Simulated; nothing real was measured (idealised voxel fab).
The process module that follows is named voxel self aligned contacts.
In the cross-section labelled cut, the width is 230 nm and each square cell is 5 nm.
When this document writes out a cross-section, it uses a grid of square cells and lists it as bands, beginning at the top and moving down, with a band standing for one or more rows of cells.
Look at the band entry: it leads with the top's height and the bottom's height in nm. Then it lists the materials left to right, with a width in nm for each. The word "full width" on a single material says that material fills the band edge to edge. The word "air" is empty space.
The reference from which all heights are counted is 0, the level beneath which the as-received wafer is entirely one material; the lowest band, having no lower bound, proceeds downward and is written after the example "z 0 and below".
Quick explanation for "30..40": the width changes in equal steps down the rows of cells, from the first number in the band's top row to the second number in its bottom row.
Step note "nothing was modified" = no cross-section cell changed.
Empty spaces without an open route to the top, at least 8 cells in extent, make up the entry "Catalogued sealed voids"; each is given as width x height at distance, where the distance is measured from the left edge, and all are in nm.
That trailing text on a step's line, after the settings, is the simulator's own remark on the step.
overlay nm, on a step with a mask: how far to the right of its planned place the mask lay; to the left if negative

## So here's the lineup of process steps we planned
| 1 | RECEIVE,material Si |
| 2 | CONFORMAL_DEP,material SiO2,thk nm 5 |
| 3 | DIRECTIONAL_DEP,material polySi,thk nm 30 |
| 4 | DIRECTIONAL_DEP,material SiN,thk nm 15 |
| 5 | DIRECTIONAL_DEP,material aC,thk nm 15 |
| 6 | PATTERN,tone cover,mask id GATE,material resist,width nm 25,pitch nm 55,thk nm 35,overlay nm 0 |
| 7 | DIRECTIONAL_ETCH,etch materials aC,depth nm 15 |
| 8 | STRIP,etch materials resist |
| 9 | DIRECTIONAL_ETCH,etch materials SiN,depth nm 15 |
| 10 | DIRECTIONAL_ETCH,etch materials polySi,depth nm 30 |
| 11 | STRIP,etch materials aC |
| 12 | CONFORMAL_DEP,material SiN,thk nm 5 |
| 13 | DIRECTIONAL_ETCH,etch materials SiN,depth nm 5 |
| 14 | FILL_DEP,material SiO2,thk nm 20 |
| 15 | CMP,height nm 60 |
| 16 | DIRECTIONAL_DEP,material aC,thk nm 10 |
| 17 | PATTERN,tone open,mask id CONTACT,material resist,width nm 40,thk nm 30,overlay nm 0 |
| 18 | DIRECTIONAL_ETCH,etch materials aC,depth nm 10 |
| 19 | STRIP,etch materials resist |
| 20 | DIRECTIONAL_ETCH,etch materials SiO2,depth nm 60 |
| 21 | STRIP,etch materials aC |
| 22 | CONFORMAL_DEP,material TiN,thk nm 5 |
| 23 | FILL_DEP,material W,thk nm 10 |
| 24 | CMP,height nm 60 |
| 25 | CONFORMAL_DEP,material SiN,thk nm 5 |

## Cross-sectional view of the wafer in its as-received condition, corresponding to the state after step 1
    z 0 and below  Si full width
    Catalogued sealed voids: none

## Cross-sectional view of the first of the two wafers upon completion of the module, processed in accordance with the plan
    z 65 to 60  SiN full width
    z 60 to 50  95 nm SiO2 / 5..15 nm TiN / 30..10 nm W / 5..15 nm TiN / 95 nm SiO2
    z 50 to 35  70 nm SiO2 / 35 nm SiN / 5 nm TiN / 10 nm W / 5 nm TiN / 35 nm SiN / 70 nm SiO2
    z 35 to 5  70 nm SiO2 / 5 nm SiN / 25 nm polySi / 5 nm SiN / 5 nm TiN / 10 nm W / 5 nm TiN / 5 nm SiN / 25 nm polySi / 5 nm SiN / 70 nm SiO2
    z 5 to 0  105 nm SiO2 / 20 nm TiN / 105 nm SiO2
    z 0 and below  Si full width
    Catalogued sealed voids: none

## Second wafer through the module, sectioned at the end: same beginning and same plan as the first wafer, with one mistake in carrying it out
    z 80 to 75  SiN full width
    z 75 to 65  W full width
    z 65 to 60  100 nm TiN / 30 nm W / 100 nm TiN
    z 60 to 50  95 nm SiO2 / 5..15 nm TiN / 30..10 nm W / 5..15 nm TiN / 95 nm SiO2
    z 50 to 35  70 nm SiO2 / 35 nm SiN / 5 nm TiN / 10 nm W / 5 nm TiN / 35 nm SiN / 70 nm SiO2
    z 35 to 5  70 nm SiO2 / 5 nm SiN / 25 nm polySi / 5 nm SiN / 5 nm TiN / 10 nm W / 5 nm TiN / 5 nm SiN / 25 nm polySi / 5 nm SiN / 70 nm SiO2
    z 5 to 0  105 nm SiO2 / 20 nm TiN / 105 nm SiO2
    z 0 and below  Si full width
    Catalogued sealed voids: none
Error vs. plan: plan step 24: skipped, not run
The final cell counts differ between the wafers, with the second having more or fewer of some materials than the first: TiN +40 | W +98
